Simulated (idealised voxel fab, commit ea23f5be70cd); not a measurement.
process module | voxel transistor to metal
cross-section cut | 185 nm wide | cells 5 nm
A cross-section is a grid of square cells, given in bands from the top down. A band is one or more rows of cells.
Each band's line starts with the height of the band's top and of its bottom, in nm. Then come its materials from left to right, each with its width in nm. One material with "throughout" fills the band from edge to edge. "air" is empty space.
Height 0 is the level under which the wafer as received is all one material. The lowest band goes on downwards, as in "0 down".
A width such as "30 to 40" changes by the same amount from each row of cells to the next, from the band's top row to its bottom row.
"no change" after a step means that no cell of the cross-section changed.
closed voids: empty space of 8 cells or more with no open way to the top, each as width x height at its distance from the left edge, in nm
after a step's settings: what the simulator itself notes on the step
overlay nm, on a step with a mask: how far to the right of its planned place the mask lay; to the left if negative
plan
1 op RECEIVE | material Si
2 op OXIDIZE | depth nm 5
3 op CONFORMAL_DEP | material SiN | thk nm 10
4 op DIRECTIONAL_DEP | material aC | thk nm 15
5 op PATTERN | tone cover | mask id ACTIVE | material resist | width nm 110 | thk nm 30 | overlay nm 0
6 op DIRECTIONAL_ETCH | etch materials aC | depth nm 15
7 op STRIP | etch materials resist
8 op DIRECTIONAL_ETCH | etch materials SiN | depth nm 10
9 op DIRECTIONAL_ETCH | etch materials SiO2 | depth nm 5
10 op DIRECTIONAL_ETCH | etch materials Si | depth nm 30
11 op STRIP | etch materials aC
12 op FILL_DEP | material SiO2 | thk nm 15
13 op CMP | height nm 10
14 op SELECTIVE_ETCH | etch materials SiO2 | depth nm 10
15 op STRIP | etch materials SiN
16 op SELECTIVE_ETCH | etch materials SiO2 | depth nm 5
17 op OXIDIZE | depth nm 5
18 op DIRECTIONAL_DEP | material polySi | thk nm 20
19 op DIRECTIONAL_DEP | material SiCN | thk nm 10
20 op MASKED_ETCH | tone cover | mask id GATE | width nm 30 | etch materials SiCN | depth nm 20 | overlay nm 0
21 op MASKED_ETCH | tone cover | mask id GATE | width nm 30 | etch materials polySi | depth nm 30 | overlay nm 0
22 op CONFORMAL_DEP | material SiO2 | thk nm 5
23 op DIRECTIONAL_ETCH | etch materials SiO2 | depth nm 5
24 op CONFORMAL_DEP | material SiN | thk nm 5
25 op DIRECTIONAL_ETCH | etch materials SiN | depth nm 5
26 op DIRECTIONAL_ETCH | etch materials SiO2 | depth nm 5
27 op DIRECTIONAL_ETCH | etch materials Si | depth nm 10
28 op EPI | material nSi | thk nm 15
29 op FILL_DEP | material SiO2 | thk nm 5
30 op CMP | height nm 15
31 op STRIP | etch materials polySi
32 op SELECTIVE_ETCH | etch materials SiO2 | depth nm 5
33 op CONFORMAL_DEP | material HfO2 | thk nm 5
34 op CONFORMAL_DEP | material TiN | thk nm 5
35 op FILL_DEP | material W | thk nm 10
36 op CMP | height nm 10
37 op DIRECTIONAL_DEP | material SiO2 | thk nm 10
38 op DIRECTIONAL_DEP | material aC | thk nm 10
39 op PATTERN | tone open | mask id CONTACT | material resist | width nm 15 | pitch nm 75 | thk nm 30 | overlay nm 0
40 op DIRECTIONAL_ETCH | etch materials aC | depth nm 10
41 op STRIP | etch materials resist
42 op DIRECTIONAL_ETCH | etch materials SiO2 | depth nm 25
43 op STRIP | etch materials aC
44 op CONFORMAL_DEP | material TiN | thk nm 5
45 op FILL_DEP | material Ru | thk nm 10
46 op CMP | height nm 20
47 op CONFORMAL_DEP | material SiN | thk nm 5
48 op DIRECTIONAL_DEP | material lowk | thk nm 25
49 op MASKED_ETCH | tone open | mask id METAL_1 | width nm 15 | pitch nm 75 | etch materials lowk | depth nm 25 | overlay nm 0
50 op MASKED_ETCH | tone open | mask id METAL_1 | width nm 15 | pitch nm 75 | etch materials SiN | depth nm 5 | overlay nm 0
51 op CONFORMAL_DEP | material TiN | thk nm 5
52 op FILL_DEP | material Ru | thk nm 10
53 op CMP | height nm 50
54 op EPI | material Ru | thk nm 5
55 op FILL_DEP | material SiCN | thk nm 5
56 op DIRECTIONAL_DEP | material lowk | thk nm 30
57 op PATTERN | tone open | mask id METAL_2 | material resist | width nm 15 | pitch nm 75 | thk nm 15 | overlay nm 0
58 op DIRECTIONAL_ETCH | etch materials lowk | depth nm 20
59 op STRIP | etch materials resist
60 op MASKED_ETCH | tone open | mask id METAL_2_HOLES | width nm 15 | pitch nm 75 | etch materials lowk | depth nm 10 | overlay nm 0
61 op MASKED_ETCH | tone open | mask id METAL_2_HOLES | width nm 15 | pitch nm 75 | etch materials SiCN | depth nm 5 | overlay nm 0
62 op CONFORMAL_DEP | material TiN | thk nm 5
63 op FILL_DEP | material Cu | thk nm 10
64 op CMP | height nm 90
65 op CONFORMAL_DEP | material SiN | thk nm 5
as received, after step 1
  0 down: Si throughout
  closed voids: none
first wafer at the end, as planned
  95 to 90: SiN throughout
  90 to 60: lowk 45 | TiN 5 | Cu 5 | TiN 5 | lowk 60 | TiN 5 | Cu 5 | TiN 5 | lowk 50
  60 to 55: SiCN 45 | TiN 15 | SiCN 60 | TiN 15 | SiCN 50
  55 to 50: SiCN 40 | Ru 25 | SiCN 50 | Ru 25 | SiCN 45
  50 to 25: lowk 45 | TiN 5 | Ru 5 | TiN 5 | lowk 60 | TiN 5 | Ru 5 | TiN 5 | lowk 50
  25 to 20: SiN 45 | TiN 15 | SiN 60 | TiN 15 | SiN 50
  20 to 10: SiO2 45 | TiN 5 | Ru 5 | TiN 5 | SiO2 60 | TiN 5 | Ru 5 | TiN 5 | SiO2 50
  10 to 5: SiO2 45 | TiN 15 | SiO2 5 | SiN 5 | HfO2 5 | TiN 5 | W 20 | TiN 5 | HfO2 5 | SiN 5 | SiO2 5 | TiN 15 | SiO2 50
  5 to 0: SiO2 45 | TiN 5 | nSi 15 | SiN 5 | HfO2 5 | TiN 5 | W 20 | TiN 5 | HfO2 5 | SiN 5 | nSi 15 | TiN 5 | SiO2 50
  0 to -5: SiO2 45 | TiN 5 | nSi 15 | SiN 5 | HfO2 5 | TiN 30 | HfO2 5 | SiN 5 | nSi 15 | TiN 5 | SiO2 50
  -5 to -10: SiO2 30 | nSi 35 | SiO2 5 | HfO2 40 | SiO2 5 | nSi 35 | SiO2 35
  -10 to -20: SiO2 35 | nSi 30 | Si 50 | nSi 30 | SiO2 40
  -20 to -35: SiO2 35 | Si 110 | SiO2 40
  -35 down: Si throughout
  closed voids: none
second wafer at the end: like start, like plan, one mistake
  95 to 90: SiN throughout
  90 to 60: lowk 45 | TiN 5 | Cu 5 | TiN 5 | lowk 60 | TiN 5 | Cu 5 | TiN 5 | lowk 50
  60 to 55: SiCN 45 | TiN 15 | SiCN 60 | TiN 15 | SiCN 50
  55 to 50: SiCN 40 | Ru 25 | SiCN 50 | Ru 25 | SiCN 45
  50 to 40: lowk 45 | TiN 5 | Ru 5 | TiN 5 | lowk 60 | TiN 5 | Ru 5 | TiN 5 | lowk 50
  40 to 35: SiN 45 | TiN 15 | SiN 60 | TiN 15 | SiN 50
  35 to 25: Ru throughout
  25 to 20: TiN 50 | Ru 5 | TiN 70 | Ru 5 | TiN 55
  20 to 10: SiO2 45 | TiN 5 | Ru 5 | TiN 5 | SiO2 60 | TiN 5 | Ru 5 | TiN 5 | SiO2 50
  10 to 5: SiO2 45 | TiN 15 | SiO2 5 | SiN 5 | HfO2 5 | TiN 5 | W 20 | TiN 5 | HfO2 5 | SiN 5 | SiO2 5 | TiN 15 | SiO2 50
  5 to 0: SiO2 45 | TiN 5 | nSi 15 | SiN 5 | HfO2 5 | TiN 5 | W 20 | TiN 5 | HfO2 5 | SiN 5 | nSi 15 | TiN 5 | SiO2 50
  0 to -5: SiO2 45 | TiN 5 | nSi 15 | SiN 5 | HfO2 5 | TiN 30 | HfO2 5 | SiN 5 | nSi 15 | TiN 5 | SiO2 50
  -5 to -10: SiO2 30 | nSi 35 | SiO2 5 | HfO2 40 | SiO2 5 | nSi 35 | SiO2 35
  -10 to -20: SiO2 35 | nSi 30 | Si 50 | nSi 30 | SiO2 40
  -20 to -35: SiO2 35 | Si 110 | SiO2 40
  -35 down: Si throughout
  closed voids: none
what went wrong: step 46 was left out
at the end the second wafer has, in cells: 70 more of Ru | 23 more of TiN | 93 fewer of lowk
